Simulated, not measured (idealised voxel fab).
Documented hereafter: the process module known as voxel ribs on slabs.
Xsec cut, 255 nm wide, square cell size 5 nm.
Each cross-section below is a grid of square cells, stated as bands in top-down order, with one or more rows of cells making up each band. Top height, bottom height, nm. Materials left to right, width each, nm. Single material + "full width" = fills band edge to edge. "blank" = empty. Height datum 0, below which the as-received substrate wafer is one material. Lowest band open at the bottom, running downward: "0 and below". Graded width ("30->40"): value in top row of band = first number; value in bottom row = second number; row-to-row change constant. Given "nothing was modified" for a step, no cell of the cross-section differs between before and after that step. You'll see "Enclosed void list" listing empty spaces that have no way open to the top, as long as they're 8 cells or more; the notation is width x height at distance, where the distance is from the left edge, and all of it is in nm. Heads up: the bit after the settings on a step's line is the simulator's remark on that step. When a step includes a mask, the "overlay nm" setting on its line states how far to the right of its planned place that mask lay, and negative values state how far to the left.
### Below is the list of planned process steps
step 1: RECEIVE, material Si
step 2: DIRECTIONAL_DEP, material SiO2, thk nm 30
step 3: DIRECTIONAL_DEP, material polySi, thk nm 25
step 4: MASKED_ETCH, tone cover, mask id RIB, width nm 15, etch materials polySi, depth nm 5, overlay nm 0
step 5: MASKED_ETCH, tone cover, mask id SLAB, width nm 75, etch materials polySi, depth nm 20, overlay nm 0
step 6: FILL_DEP, material SiO2, thk nm 20
step 7: CMP, height nm 65
step 8: DIRECTIONAL_DEP, material TiN, thk nm 5
step 9: DIRECTIONAL_DEP, material aC, thk nm 15
step 10: PATTERN, tone cover, mask id HEATER, material resist, width nm 25, thk nm 30, overlay nm 0
step 11: DIRECTIONAL_ETCH, etch materials aC, depth nm 15
step 12: STRIP, etch materials resist
step 13: DIRECTIONAL_ETCH, etch materials TiN, depth nm 5
step 14: STRIP, etch materials aC
step 15: CONFORMAL_DEP, material SiO2, thk nm 10
### Cross-section, incoming material, after step 1
	0 and below | Si full width
	Enclosed void list: none
### Sectioned view, first of two wafers, at the close of the module, processed as intended in the plan
	80 down to 75 | 105 of blank  45 of SiO2  105 of blank
	75 down to 70 | SiO2 full width
	70 down to 65 | 115 of SiO2  25 of TiN  115 of SiO2
	65 down to 55 | SiO2 full width
	55 down to 50 | 120 of SiO2  15 of polySi  120 of SiO2
	50 down to 30 | 90 of SiO2  75 of polySi  90 of SiO2
	30 down to 0 | SiO2 full width
	0 and below | Si full width
	Enclosed void list: none
### Cross-sectional view: second of two wafers, end of module; start and plan identical to the first, one mistake in running
	70 down to 65 | 115 of blank  25 of TiN  115 of blank
	65 down to 55 | SiO2 full width
	55 down to 50 | 120 of SiO2  15 of polySi  120 of SiO2
	50 down to 30 | 90 of SiO2  75 of polySi  90 of SiO2
	30 down to 0 | SiO2 full width
	0 and below | Si full width
	Enclosed void list: none
Heads up, the wafer didn't run the way we planned it: the plan's step 15 went unexecuted, having been skipped
Heads up, by the end the second wafer has more or fewer cells of some materials compared to the first: SiO2 -106
